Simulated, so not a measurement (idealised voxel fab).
This section sets out a process module, namely voxel quadruple lines.
230 nm wide, 5 nm square cells: that's cross-section cut.
A cross-section is written here as square cells arranged in a grid, and it is given in bands from the top down, each band taking up one or more rows of cells.
Each band's line starts with the height of the band's top and of its bottom, in nm. Then come its materials from left to right, each with its width in nm. One material with "everywhere" fills the band from edge to edge. "air" is empty space.
Height datum 0, below which the as-received substrate wafer is one material. Lowest band open at the bottom, running downward: "0..down".
Per-row width for "30 to 40": begins at first number (top row of band), ends at second number (bottom row), increment between rows held constant.
No cell of the cross-section changed in a step that is given as "left unchanged".
The entry "Fully enclosed voids" lists the empty spaces that cover at least 8 cells and have no open path to the top. Each is written as width x height at distance, where the distance is measured from the left edge and all three values are in nm.
Where a step's line continues beyond its settings, the continuation is a remark by the simulator itself on that step.
The "overlay nm" setting may appear on a step's line; for a step that uses a mask, it gives how far to the right of its planned position the mask lay, and a negative value indicates the left.

[These are the steps we planned for the process]
step 1: RECEIVE [material Si]
step 2: CONFORMAL_DEP [material SiO2] [thk nm 5]
step 3: DIRECTIONAL_DEP [material TiN] [thk nm 10]
step 4: DIRECTIONAL_DEP [material polySi] [thk nm 15]
step 5: DIRECTIONAL_DEP [material aC] [thk nm 20]
step 6: PATTERN [tone cover] [mask id MANDREL] [material resist] [width nm 25] [thk nm 25] [overlay nm 0]
step 7: DIRECTIONAL_ETCH [etch materials aC] [depth nm 20]
step 8: STRIP [etch materials resist]
step 9: CONFORMAL_DEP [material SiO2] [thk nm 15]
step 10: DIRECTIONAL_ETCH [etch materials SiO2] [depth nm 15]
step 11: STRIP [etch materials aC]
step 12: DIRECTIONAL_ETCH [etch materials polySi] [depth nm 15]
step 13: STRIP [etch materials SiO2]
step 14: CONFORMAL_DEP [material SiCN] [thk nm 5]
step 15: DIRECTIONAL_ETCH [etch materials SiCN] [depth nm 5]
step 16: STRIP [etch materials polySi]
step 17: DIRECTIONAL_ETCH [etch materials TiN] [depth nm 10]
step 18: STRIP [etch materials SiCN]
step 19: FILL_DEP [material SiO2] [thk nm 5]
step 20: CMP [height nm 5]
Every wafer here starts from the same state; it is the step 20 height nm that distinguishes them, and the value the plan gives belongs to the first wafer.

[The first of several wafers as received, shown in cross-section; this is its state after step 1]
    0..down: Si everywhere
    Fully enclosed voids: none

[Here is how to read the rows: every wafer has a row, and it shows the wafer at the end of the module, giving for each material how many cells were gained (+) or lost (-) since the wafer was received, then listing its closed voids]
height nm 5; +46 SiO2; Fully enclosed voids: none
height nm 10; +88 SiO2; +4 TiN; Fully enclosed voids: none
height nm 15; +130 SiO2; +8 TiN; Fully enclosed voids: none
height nm 20; +176 SiO2; +8 TiN; Fully enclosed voids: none
